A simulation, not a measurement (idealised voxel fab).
process module | voxel ribs on slabs
cross-section cut | 150 nm wide | cells 5 nm
A cross-section is a grid of square cells, given in bands from the top down. A band is one or more rows of cells.
Each band's line starts with the height of the band's top and of its bottom, in nm. Then come its materials from left to right, each with its width in nm. One material with "throughout" fills the band from edge to edge. "air" is empty space.
Height 0 is the level under which the wafer as received is all one material. The lowest band goes on downwards, as in "0 down".
A width such as "30 to 40" changes by the same amount from each row of cells to the next, from the band's top row to its bottom row.
"no change" after a step means that no cell of the cross-section changed.
closed voids: empty space of 8 cells or more with no open way to the top, each as width x height at its distance from the left edge, in nm
after a step's settings: what the simulator itself notes on the step
overlay nm, on a step with a mask: how far to the right of its planned place the mask lay; to the left if negative
plan
1 op RECEIVE | material Si
2 op DIRECTIONAL_DEP | material SiO2 | thk nm 25
3 op DIRECTIONAL_DEP | material SiN | thk nm 15
4 op PATTERN | tone cover | mask id RIB | material resist | width nm 15 | thk nm 15 | overlay nm 0
5 op DIRECTIONAL_ETCH | etch materials SiN | depth nm 10
6 op STRIP | etch materials resist
7 op MASKED_ETCH | tone cover | mask id SLAB | width nm 45 | etch materials SiN | depth nm 5 | overlay nm 0
8 op FILL_DEP | material SiO2 | thk nm 15
9 op CMP | height nm 50
10 op DIRECTIONAL_DEP | material TiN | thk nm 5
11 op PATTERN | tone cover | mask id HEATER | material resist | width nm 25 | thk nm 20 | overlay nm 0
12 op DIRECTIONAL_ETCH | etch materials TiN | depth nm 5
13 op STRIP | etch materials resist
14 op CONFORMAL_DEP | material SiN | thk nm 5
varied across the wafers: width nm of step 7. The plan shows the first wafer's value. All wafers start alike
first wafer as received, after step 1
  0 down: Si throughout
  closed voids: none
first wafer at the end, after step 14
  60 to 55: air 55 | SiN 35 | air 60
  55 to 50: SiN 60 | TiN 25 | SiN 65
  50 to 40: SiO2 throughout
  40 to 30: SiO2 65 | SiN 15 | SiO2 70
  30 to 25: SiO2 50 | SiN 45 | SiO2 55
  25 to 0: SiO2 throughout
  0 down: Si throughout
  closed voids: none
last wafer at the end
  60 to 55: air 55 | SiN 35 | air 60
  55 to 50: SiN 60 | TiN 25 | SiN 65
  50 to 40: SiO2 throughout
  40 to 30: SiO2 65 | SiN 15 | SiO2 70
  30 to 25: SiO2 40 | SiN 70 | SiO2 40
  25 to 0: SiO2 throughout
  0 down: Si throughout
  closed voids: none
each wafer at the end: cells of each material gained (+) or lost (-) since it was received, then its closed voids
width nm 45 | +47 SiN | +285 SiO2 | +5 TiN | closed voids: none
width nm 50 | +48 SiN | +284 SiO2 | +5 TiN | closed voids: none
width nm 55 | +49 SiN | +283 SiO2 | +5 TiN | closed voids: none
width nm 60 | +50 SiN | +282 SiO2 | +5 TiN | closed voids: none
width nm 65 | +51 SiN | +281 SiO2 | +5 TiN | closed voids: none
width nm 70 | +52 SiN | +280 SiO2 | +5 TiN | closed voids: none
